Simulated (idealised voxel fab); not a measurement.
Name of the process module below: voxel local oxidation
cross-section cut | 270 nm wide | cells 5 nm
Each cross-section below is a grid of square cells, stated as bands in top-down order, with one or more rows of cells making up each band.
Heights first: top, then bottom, in nm. Then materials, left to right, each with a width in nm. "all across" on a single material: fills the band edge to edge. "empty": empty space.
Measure heights from 0. That's the level where, below it, the as-received wafer is all one material. The lowest band is bottomless and extends downward; write it as in "z 0 and below".
Width "30->40": first value at the band's top row of cells, second value at its bottom row, equal change from row to row.
Where a step carries "no modification", the cross-section came out of it unchanged, cell for cell.
Enclosed voids (no open way to top), threshold 8 cells or more, entry "Enclosed void catalog", notation width x height at distance, distance from left edge, nm.
Whatever follows a step's settings on its line is a remark the simulator itself makes about that step.
Regarding "overlay nm": on a step with a mask, it is the distance the mask lay to the right of its planned place; a negative value places it to the left.

## Steps planned for the process
1 RECEIVE: material Si
2 CONFORMAL_DEP: material SiO2, thk nm 5
3 CONFORMAL_DEP: material SiN, thk nm 10
4 PATTERN: tone cover, mask id ACTIVE, material resist, width nm 110, thk nm 20, overlay nm 0
5 DIRECTIONAL_ETCH: etch materials SiN, depth nm 10
6 STRIP: etch materials resist
7 SELECTIVE_ETCH: etch materials SiO2, depth nm 5
8 OXIDIZE: depth nm 10
9 STRIP: etch materials SiN

## Concerning the first of two wafers, which was run in accordance with the plan

## Step 1 complete: cross-section of the wafer as received
> z 0 and below: Si all across
> Enclosed void catalog: none

## Wafer after step 2 (cross-section)
> z 5 to 0: SiO2 all across
> Whatever lies below 0 is exactly as it was before.

## Wafer after step 3 (cross-section)
> z 15 to 5: SiN all across
> Whatever lies below 5 is exactly as it was before.

## Wafer after step 4 (cross-section)
> z 35 to 15: empty 80, resist 110, empty 80
> Whatever lies below 15 is exactly as it was before.

## Wafer after step 5 (cross-section)
> z 35 to 15: empty 80, resist 110, empty 80
> z 15 to 5: empty 80, SiN 110, empty 80
> Whatever lies below 5 is exactly as it was before.

## Wafer after step 6 (cross-section)
> z 15 to 5: empty 80, SiN 110, empty 80
> Whatever lies below 5 is exactly as it was before.

## Wafer after step 7 (cross-section)
> z 15 to 5: empty 80, SiN 110, empty 80
> z 5 to 0: empty 85, SiO2 100, empty 85
> Whatever lies below 0 is exactly as it was before.

## Wafer after step 8 (cross-section)
> z 15 to 5: empty 80, SiN 110, empty 80
> z 5 to 0: empty 85, SiO2 100, empty 85
> z 0 to -10: SiO2 95, Si 80, SiO2 95
> Whatever lies below -10 is exactly as it was before.

## Wafer after step 9 (cross-section)
> z 5 to 0: empty 85, SiO2 100, empty 85
> Whatever lies below 0 is exactly as it was before.

## second wafer: like start, like plan, one mistake. Through step 3 it matches the first wafer

## The second wafer in cross-section, at the planned close of step 4
> z 35 to 15: empty 80, resist 115, empty 75
> Whatever lies below 15 is exactly as it was before.

## The second wafer in cross-section, at the planned close of step 5
> z 35 to 15: empty 80, resist 115, empty 75
> z 15 to 5: empty 80, SiN 115, empty 75
> Whatever lies below 5 is exactly as it was before.

## The second wafer in cross-section, at the planned close of step 6
> z 15 to 5: empty 80, SiN 115, empty 75
> Whatever lies below 5 is exactly as it was before.

## The second wafer in cross-section, at the planned close of step 7
> z 15 to 5: empty 80, SiN 115, empty 75
> z 5 to 0: empty 85, SiO2 105, empty 80
> Whatever lies below 0 is exactly as it was before.

## The second wafer in cross-section, at the planned close of step 8
> z 15 to 5: empty 80, SiN 115, empty 75
> z 5 to 0: empty 85, SiO2 105, empty 80
> z 0 to -10: SiO2 95, Si 85, SiO2 90
> Whatever lies below -10 is exactly as it was before.

## The second wafer in cross-section, at the planned close of step 9
> z 5 to 0: empty 85, SiO2 105, empty 80
> Whatever lies below 0 is exactly as it was before.
what went wrong: the process deviated at step 4: the operation and settings actually run there were PATTERN: tone cover, mask id ACTIVE, material resist, width nm 115, thk nm 20, overlay nm 0
Bottom line after processing is that, in cells, the second wafer is up or down on some materials versus the first: +2 Si; -1 SiO2
